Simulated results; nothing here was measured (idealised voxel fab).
Process module in this document: voxel lift off
For reference, the cross-section in this document is cut, with width 285 nm and square cells of 5 nm.
Reading order for cross-sections: top band down to bottom band. Underlying form: a grid of square cells. Band size: one or more rows of cells.
Quick guide to a band line: top height, bottom height (nm) up front; then every material left to right with its width in nm. Only one material and it's marked "everywhere"? Then it fills the band edge to edge. And "empty" just means empty space.
The reference from which all heights are counted is 0, the level beneath which the as-received wafer is entirely one material; the lowest band, having no lower bound, proceeds downward and is written after the example "0 nm and below".
Graded width ("30 to 40"): value in top row of band = first number; value in bottom row = second number; row-to-row change constant.
"no alteration" after a step means that no cell of the cross-section changed.
Under "Listed closed voids" you'll find the enclosed gaps, the ones with no way out to the top, that are 8 cells or bigger; each reads width x height at distance, with distance counted from the left edge, everything in nm.
Text after the settings on a step's line: the simulator's own remark on that step.
overlay nm: mask offset rightward from planned place, masked step; negative means leftward offset.
-- The following list gives the planned process steps
| 1 | RECEIVE with material Si |
| 2 | CONFORMAL_DEP with material SiO2, thk nm 15 |
| 3 | PATTERN with tone open, mask id LINES, material resist, width nm 25, pitch nm 40, thk nm 20, overlay nm 0 |
| 4 | DIRECTIONAL_DEP with material Ru, thk nm 10 |
| 5 | STRIP with etch materials resist |
| 6 | CONFORMAL_DEP with material SiN, thk nm 10 |
-- Cross-section of the wafer at receipt, which is the condition after step 1
	0 nm and below = Si everywhere
	Listed closed voids: none
-- Look at the cross-section after the module: the wafer started out the way shown above and the plan was the one shown above, yet one mistake was made along the way
	50 nm to 40 nm = empty=100  SiN=85  empty=100
	40 nm to 30 nm = SiN=110  Ru=25  SiN=15  Ru=25  SiN=110
	30 nm to 0 nm = SiO2 everywhere
	0 nm and below = Si everywhere
	Listed closed voids: none
Here's what went sideways: twice, step 2 of the plan was run
